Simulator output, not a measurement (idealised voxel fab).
A process module follows: voxel ribs on slabs.
Cross-sectional view cut (width: 145 nm; square cell size: 5 nm).
Cross-section layout: square cells on a grid; listed as bands, top to bottom; a band spans one or more cell rows. A band entry consists of two parts. The first gives the height of the band's top and the height of its bottom, in nm. The rest lists the band's materials from left to right, each with its width in nm. A single material labelled with the word "edge to edge" fills the band from edge to edge, and the word "empty" marks empty space. Heads up on the height convention: 0 is the point under which the incoming wafer is all one material, and the lowest band has no bottom, it just keeps going down, like "0 -> down". A two-number width, for instance "30->40", indicates that the width is equal to the first number in the top row of the band and to the second number in the bottom row, and that it changes by a constant amount per row of cells. "identical to before" after a step means that no cell of the cross-section changed. For the entry "Closed internal cavities", the listed items are empty spaces with no open way to the top whose size is 8 cells or more; each item follows the pattern width x height at distance, where distance is from the left edge and all three are in nm. What comes after the settings on a step's line is commentary from the simulator itself on that step. overlay nm: step with mask; distance mask lay right of planned place; negative value = left of planned place.
## List of planned process steps
1,RECEIVE [material Si]
2,DIRECTIONAL_DEP [material SiO2] [thk nm 25]
3,DIRECTIONAL_DEP [material polySi] [thk nm 20]
4,DIRECTIONAL_DEP [material aC] [thk nm 10]
5,PATTERN [tone cover] [mask id RIB] [material resist] [width nm 20] [thk nm 25] [overlay nm 0]
6,DIRECTIONAL_ETCH [etch materials aC] [depth nm 10]
7,STRIP [etch materials resist]
8,DIRECTIONAL_ETCH [etch materials polySi] [depth nm 15]
9,STRIP [etch materials aC]
10,DIRECTIONAL_DEP [material aC] [thk nm 15]
11,PATTERN [tone cover] [mask id SLAB] [material resist] [width nm 60] [thk nm 30] [overlay nm 0]
12,DIRECTIONAL_ETCH [etch materials aC] [depth nm 15]
13,STRIP [etch materials resist]
14,DIRECTIONAL_ETCH [etch materials polySi] [depth nm 5]
15,STRIP [etch materials aC]
16,FILL_DEP [material SiO2] [thk nm 20]
17,CMP [height nm 55]
18,DIRECTIONAL_DEP [material TiN] [thk nm 10]
19,PATTERN [tone cover] [mask id HEATER] [material resist] [width nm 30] [thk nm 20] [overlay nm 0]
20,DIRECTIONAL_ETCH [etch materials TiN] [depth nm 10]
21,STRIP [etch materials resist]
22,CONFORMAL_DEP [material SiO2] [thk nm 10]
## As-received state of the wafer in cross-section, equivalent to post-step 1
0 -> down = Si edge to edge
Closed internal cavities: none
## First wafer of two, sectioned at end of module; run went per plan
75 -> 65 = empty 45 nm  SiO2 50 nm  empty 50 nm
65 -> 55 = SiO2 55 nm  TiN 30 nm  SiO2 60 nm
55 -> 45 = SiO2 edge to edge
45 -> 30 = SiO2 60 nm  polySi 20 nm  SiO2 65 nm
30 -> 25 = SiO2 40 nm  polySi 60 nm  SiO2 45 nm
25 -> 0 = SiO2 edge to edge
0 -> down = Si edge to edge
Closed internal cavities: none
## second wafer at the end: like start, like plan, one mistake
75 -> 70 = empty 45 nm  SiO2 50 nm  empty 50 nm
70 -> 65 = SiO2 edge to edge
65 -> 60 = SiO2 55 nm  TiN 30 nm  SiO2 60 nm
60 -> 55 = TiN edge to edge
55 -> 45 = SiO2 edge to edge
45 -> 30 = SiO2 60 nm  polySi 20 nm  SiO2 65 nm
30 -> 25 = SiO2 40 nm  polySi 60 nm  SiO2 45 nm
25 -> 0 = SiO2 edge to edge
0 -> down = Si edge to edge
Closed internal cavities: none
Processing error: step 20 was processed under conditions differing from the plan, specifically as DIRECTIONAL_ETCH [etch materials TiN] [depth nm 5]
Bottom line after processing is that, in cells, the second wafer is up or down on some materials versus the first: SiO2 -4 | TiN +23
